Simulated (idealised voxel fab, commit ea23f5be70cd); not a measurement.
Process module name: voxel released beams
Square cells of 5 nm make up the cross-section cut, whose width is 255 nm.
In this document a cross-section is written as a grid of square cells. It is given as a series of bands, listed from the top down, and a band is one or more rows of cells.
Band: top height; bottom height; in nm. Then, left to right: material with width in nm, for each material. "edge to edge": a single material spanning edge to edge. "blank": empty space.
Basically, 0 is our baseline, since under it the wafer straight out of the box is all one material. The bottom band has no lower end and keeps on going down, so it looks like "from 0 down".
With a width like "30 to 40", each row of cells in the band differs from the next by the same amount, the top row carrying the first number and the bottom row the second.
You'll sometimes find "nothing changed" written for a step, and that's the way of saying that nowhere in the cross-section did a cell change during that step.
For the entry "Enclosed void catalog", the listed items are empty spaces with no open way to the top whose size is 8 cells or more; each item follows the pattern width x height at distance, where distance is from the left edge and all three are in nm.
The remark found on a step's line after its settings is issued by the simulator itself and pertains to that step.
You can add "overlay nm" to a step's line. For a step with a mask, it describes how far the mask lay to the right of its planned position, and a negative number describes a lay to the left.
-- Process steps (planned)
1. op RECEIVE | material Si
2. op CONFORMAL_DEP | material Al2O3 | thk nm 10
3. op DIRECTIONAL_DEP | material SiO2 | thk nm 10
4. op DIRECTIONAL_DEP | material aC | thk nm 15
5. op PATTERN | tone open | mask id ANCHOR | material resist | width nm 30 | thk nm 35 | overlay nm 0
6. op DIRECTIONAL_ETCH | etch materials aC | depth nm 15
7. op STRIP | etch materials resist
8. op DIRECTIONAL_ETCH | etch materials SiO2 | depth nm 10
9. op STRIP | etch materials aC
10. op CONFORMAL_DEP | material SiN | thk nm 10
11. op MASKED_ETCH | tone cover | mask id BEAM | width nm 100 | etch materials SiN | depth nm 10 | overlay nm 0
12. op STRIP | etch materials SiO2
-- Cross-section: wafer on arrival = after step 1
	from 0 down: Si edge to edge
	Enclosed void catalog: none
-- The plan above was carried out on the starting structure above with one mistake, and this cross-section shows the wafer at the end of the module
	from 30 to 20: blank: 75, then SiN: 45, then blank: 135
	from 20 to 10: blank: 70, then SiN: 10, then SiO2: 30, then SiN: 65, then blank: 80
	from 10 to 0: Al2O3 edge to edge
	from 0 down: Si edge to edge
	Enclosed void catalog: none
What was done differently from what was planned? contrary to plan, step 5 was performed as op PATTERN | tone cover | mask id ANCHOR | material resist | width nm 30 | thk nm 35 | overlay nm 0
